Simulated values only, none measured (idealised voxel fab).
The name of this process module is voxel local oxidation.
This is section cut - it's 175 nm across, gridded in 5 nm square cells.
Cross-section, as written here: a square-cell grid given band by band from the top down, where a band holds one or more rows of cells.
The band entry comprises the height of the band's top followed by the height of its bottom, expressed in nm, and subsequently the band's materials from left to right, each stated together with its width in nm. Where a single material is marked with the word "all across", that material fills the band from edge to edge. The word "air" represents empty space.
Heads up on the height convention: 0 is the point under which the incoming wafer is all one material, and the lowest band has no bottom, it just keeps going down, like "0..down".
The expression "30..40" gives the width at the extremes of the band, the first number at its top row of cells and the second at its bottom row, with the width changing by equal amounts from each row to the next in between.
Where a step carries "no modifications", the cross-section came out of it unchanged, cell for cell.
Closed empty spaces (no open way to the top) of 8 cells or more are what "Sealed-off cavities" lists, each as width x height at distance from the left edge, nm for all three.
Step line, after settings: the simulator's comment on this step.
"overlay nm" denotes, for a step that has a mask, the displacement of the mask to the right of its planned place, with negative values corresponding to the left.

## Listed below are the process steps as planned
step 1: RECEIVE [material Si]
step 2: OXIDIZE [depth nm 5]
step 3: CONFORMAL_DEP [material SiN] [thk nm 10]
step 4: PATTERN [tone cover] [mask id ACTIVE] [material resist] [width nm 130] [thk nm 15] [overlay nm 0]
step 5: DIRECTIONAL_ETCH [etch materials SiN] [depth nm 10]
step 6: STRIP [etch materials resist]
step 7: SELECTIVE_ETCH [etch materials SiO2] [depth nm 5]
step 8: OXIDIZE [depth nm 10]
step 9: STRIP [etch materials SiN]

## Wafer as received: cross-section following step 1
> 0..down  Si all across
> Sealed-off cavities: none

## Below is the wafer in cross-section after the module was completed. It began from the starting point shown above and followed the plan shown above, except that one mistake was made while running it
> 0..-5  air: 25 | SiO2: 125 | air: 25
> -5..-15  SiO2: 35 | Si: 105 | SiO2: 35
> -15..down  Si all across
> Sealed-off cavities: none
what went wrong: for step 4, the planned setting was not used; the step was instead run as PATTERN [tone cover] [mask id ACTIVE] [material resist] [width nm 135] [thk nm 15] [overlay nm 0]
